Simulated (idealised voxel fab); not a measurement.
Process module, titled voxel gate over fins
Section cut is 230 nm wide and gridded with 5 nm square cells.
For the purposes of this document, a cross-section shall be understood as a grid of square cells, specified as bands listed in top-to-bottom order, each band consisting of one or more rows of cells. Quick guide to a band line: top height, bottom height (nm) up front; then every material left to right with its width in nm. Only one material and it's marked "full width"? Then it fills the band edge to edge. And "empty" just means empty space. Height datum 0, below which the as-received substrate wafer is one material. Lowest band open at the bottom, running downward: "0 down". Width spec "30..40" -> top row of cells at first value, bottom row at second value, equal per-row change in between. The designation "no change occurred", where it is given for a processing step, indicates that no cell of the cross-section was altered in the course of that step. Entry "Entrapped voids". Content: empty spaces with no open connection to the top, size 8 cells or greater. Each: width x height at distance. Distance: from left edge. Unit: nm. What comes after the settings on a step's line is commentary from the simulator itself on that step. "overlay nm", when on a step's line for a step with a mask, measures how far to the right of its planned place the mask lay; a negative measure means to the left.

Process steps (planned)
step 1: RECEIVE | material Si
step 2: CONFORMAL_DEP | material SiN | thk nm 10
step 3: MASKED_ETCH | tone cover | mask id FINS | width nm 15 | pitch nm 40 | etch materials SiN | depth nm 10 | overlay nm -15
step 4: MASKED_ETCH | tone cover | mask id FINS | width nm 15 | pitch nm 40 | etch materials Si | depth nm 30 | overlay nm 0
step 5: OXIDIZE | depth nm 5
step 6: FILL_DEP | material SiO2 | thk nm 5
step 7: CMP | height nm 10
step 8: SELECTIVE_ETCH | etch materials SiO2 | depth nm 25
step 9: STRIP | etch materials SiN
step 10: CONFORMAL_DEP | material HfO2 | thk nm 5
step 11: CONFORMAL_DEP | material TiN | thk nm 5
step 12: FILL_DEP | material W | thk nm 10
step 13: CMP | height nm 15
step 14: CONFORMAL_DEP | material SiCN | thk nm 10
varied across the wafers: overlay nm of step 3. The plan shows the first wafer's value. All wafers start alike

The first of several wafers as received, shown in cross-section; this is its state after step 1
- 0 down = Si full width
- Entrapped voids: none

Here is the cross-section of the first of several wafers at the end of the module, after its last step, step 14
- 25 to 15 = SiCN full width
- 15 to 10 = W full width
- 10 to 5 = 65 W  25 TiN  15 W  25 TiN  100 W
- 5 to 0 = 65 W  5 TiN  15 HfO2  25 TiN  15 HfO2  20 TiN  85 W
- 0 to -5 = 65 W  5 TiN  5 HfO2  5 Si  20 HfO2  10 TiN  5 HfO2  5 Si  20 HfO2  5 TiN  85 W
- -5 to -10 = 70 TiN  5 HfO2  20 Si  5 HfO2  10 TiN  5 HfO2  20 Si  5 HfO2  90 TiN
- -10 to -15 = 75 HfO2  20 Si  20 HfO2  20 Si  95 HfO2
- -15 to -35 = 75 SiO2  20 Si  20 SiO2  20 Si  95 SiO2
- -35 down = Si full width
- Entrapped voids: none

The module's end: a cross-section of the last wafer
- 25 to 15 = SiCN full width
- 15 to 10 = W full width
- 10 to 5 = 95 W  25 TiN  15 W  25 TiN  70 W
- 5 to 0 = 80 W  20 TiN  15 HfO2  25 TiN  15 HfO2  5 TiN  70 W
- 0 to -5 = 80 W  5 TiN  20 HfO2  5 Si  5 HfO2  10 TiN  20 HfO2  5 Si  5 HfO2  5 TiN  70 W
- -5 to -10 = 85 TiN  5 HfO2  20 Si  5 HfO2  10 TiN  5 HfO2  20 Si  5 HfO2  75 TiN
- -10 to -15 = 90 HfO2  20 Si  20 HfO2  20 Si  80 HfO2
- -15 to -35 = 90 SiO2  20 Si  20 SiO2  20 Si  80 SiO2
- -35 down = Si full width
- Entrapped voids: none

Every row in this table is a wafer at the end of the module, and it gives, for each of the materials, the cells that wafer has gained (+) or lost (-) since it was received, then its closed voids
overlay nm -15 | +58 HfO2 | -272 Si | +92 SiCN | +152 SiO2 | +58 TiN | +142 W | Entrapped voids: none
overlay nm -10 | +58 HfO2 | -284 Si | +92 SiCN | +160 SiO2 | +58 TiN | +146 W | Entrapped voids: none
overlay nm -5 | +58 HfO2 | -296 Si | +92 SiCN | +168 SiO2 | +58 TiN | +150 W | Entrapped voids: none
overlay nm 0 | +58 HfO2 | -308 Si | +92 SiCN | +176 SiO2 | +58 TiN | +154 W | Entrapped voids: none
overlay nm 5 | +58 HfO2 | -296 Si | +92 SiCN | +168 SiO2 | +58 TiN | +150 W | Entrapped voids: none
overlay nm 10 | +58 HfO2 | -284 Si | +92 SiCN | +160 SiO2 | +58 TiN | +146 W | Entrapped voids: none
overlay nm 15 | +58 HfO2 | -272 Si | +92 SiCN | +152 SiO2 | +58 TiN | +142 W | Entrapped voids: none
